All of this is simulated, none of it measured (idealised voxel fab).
The document below concerns the process module designated voxel self aligned vias.
Displayed cross-section: cut, width of 190 nm, square cells sized 5 nm.
Square cells in a grid make up a cross-section in this document, and the grid is given as bands, listed from the top down, each one or more rows of cells.
Each band's line starts with the height of the band's top and of its bottom, in nm. Then come its materials from left to right, each with its width in nm. One material with "edge to edge" fills the band from edge to edge. "air" is empty space.
Height datum 0, below which the as-received substrate wafer is one material. Lowest band open at the bottom, running downward: "0 nm and below".
Top row gets the first number, bottom row gets the second, and each row in between changes by the same step: that is how a band width like "30->40" works.
"changes: none" for a step: no cell of the cross-section changed in that step.
The entry titled "Closed void entries" provides the empty spaces that have no open way to the top, restricted to those of 8 cells or more. Each is presented as width x height at distance, the distance being measured from the left edge, with all three in nm.
If you see something after the settings on a step's line, that's the simulator's own remark about that step.
What "overlay nm" on a step's line means: if the step has a mask, that mask lay this far to the right of its planned place, or, when the value is negative, to the left.

Process steps foreseen in the plan:
1: RECEIVE,material Si
2: CONFORMAL_DEP,material SiO2,thk nm 10
3: CONFORMAL_DEP,material SiCN,thk nm 5
4: DIRECTIONAL_DEP,material SiO2,thk nm 25
5: PATTERN,tone open,mask id LINES,material resist,width nm 25,pitch nm 70,thk nm 15,overlay nm 0
6: DIRECTIONAL_ETCH,etch materials SiO2,depth nm 25
7: STRIP,etch materials resist
8: CONFORMAL_DEP,material TiN,thk nm 5
9: FILL_DEP,material W,thk nm 10
10: CMP,height nm 40
11: SELECTIVE_ETCH,etch materials W Ru TiN,depth nm 5
12: FILL_DEP,material SiN,thk nm 5
13: CMP,height nm 40
14: DIRECTIONAL_DEP,material SiO2,thk nm 20
15: MASKED_ETCH,tone open,mask id VIAS,width nm 45,etch materials SiO2,depth nm 20,overlay nm 0
16: MASKED_ETCH,tone open,mask id VIAS,width nm 45,etch materials SiN,depth nm 5,overlay nm 0
17: CONFORMAL_DEP,material TiN,thk nm 5
18: FILL_DEP,material Ru,thk nm 5
19: CMP,height nm 60
20: CONFORMAL_DEP,material SiCN,thk nm 5

Wafer cross-section on receipt, i.e. after step 1:
  0 nm and below | Si edge to edge
  Closed void entries: none

This is how the wafer looks in cross-section once the module is done, given the starting state and plan above and one mistake in carrying the plan out:
  65 nm to 60 nm | SiCN edge to edge
  60 nm to 40 nm | SiO2 (35), TiN (5), Ru (35), TiN (5), SiO2 (110)
  40 nm to 35 nm | SiN (35), TiN (45), SiN (110)
  35 nm to 15 nm | SiO2 (45), TiN (5), W (15), TiN (5), SiO2 (45), TiN (5), W (15), TiN (5), SiO2 (50)
  15 nm to 10 nm | SiO2 (45), TiN (25), SiO2 (45), TiN (25), SiO2 (50)
  10 nm to 0 nm | SiO2 edge to edge
  0 nm and below | Si edge to edge
  Closed void entries: none
So what did we get wrong on this run? it should be noted that step 3 of the plan was omitted and was not performed
